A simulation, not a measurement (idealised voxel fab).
process module | voxel ribs on slabs
Section cut is 270 nm wide and gridded with 5 nm square cells.
How to read a cross-section here: the picture is a grid of square cells, written as bands going from the top down, and any band can span one or more rows of cells.
The entry gives the band's vertical extent as a top height and a bottom height in nm, then its horizontal make-up as materials from left to right, each with a width in nm. "blank" stands for empty space; a single material marked "full width" fills the band edge to edge.
Height reference: 0 = level under which incoming wafer is all one material. Lowest band: no bottom, runs on downward, e.g. "0 down".
It should be noted that a width expressed as "30..40" varies in equal increments from row to row of cells within the band, taking the value of the first number at the top row and that of the second number at the bottom row.
What does "no change" mean for a step? It means no cell of the cross-section changed in that step.
Voids lacking openings: empty space of 8 cells or more with no open way to the top, each as width x height at its distance from the left edge, in nm
Post-settings text on a step line: simulator's own remark regarding the step.
For masked steps, "overlay nm" on the step line gives how far right of plan the mask actually lay; a minus sign means it lay to the left.
# This section lists the process steps that were planned
| 1 | RECEIVE [material Si] |
| 2 | DIRECTIONAL_DEP [material SiO2] [thk nm 30] |
| 3 | DIRECTIONAL_DEP [material polySi] [thk nm 20] |
| 4 | PATTERN [tone cover] [mask id RIB] [material resist] [width nm 30] [thk nm 20] [overlay nm 0] |
| 5 | DIRECTIONAL_ETCH [etch materials polySi] [depth nm 10] |
| 6 | STRIP [etch materials resist] |
| 7 | MASKED_ETCH [tone cover] [mask id SLAB] [width nm 60] [etch materials polySi] [depth nm 10] [overlay nm 0] |
| 8 | FILL_DEP [material SiO2] [thk nm 20] |
| 9 | CMP [height nm 60] |
| 10 | DIRECTIONAL_DEP [material W] [thk nm 5] |
| 11 | MASKED_ETCH [tone cover] [mask id HEATER] [width nm 30] [etch materials W] [depth nm 5] [overlay nm 0] |
| 12 | CONFORMAL_DEP [material SiO2] [thk nm 5] |
Among the wafers covered here, the point of difference is the width nm at step 11; their starting state is shared, and the plan presents the value of the first wafer.
# This is how the first of several wafers looked in cross-section when it arrived, which is after step 1
    0 down = Si full width
    Voids lacking openings: none
# Per wafer (row), end of module: delta in cells per material since receipt, (+) for gained, (-) for lost; closed voids after that
width nm 30 | +668 SiO2 | +6 W | +36 polySi | Voids lacking openings: none
width nm 35 | +668 SiO2 | +7 W | +36 polySi | Voids lacking openings: none
width nm 40 | +668 SiO2 | +8 W | +36 polySi | Voids lacking openings: none
width nm 45 | +668 SiO2 | +9 W | +36 polySi | Voids lacking openings: none
width nm 50 | +668 SiO2 | +10 W | +36 polySi | Voids lacking openings: none
width nm 55 | +668 SiO2 | +11 W | +36 polySi | Voids lacking openings: none
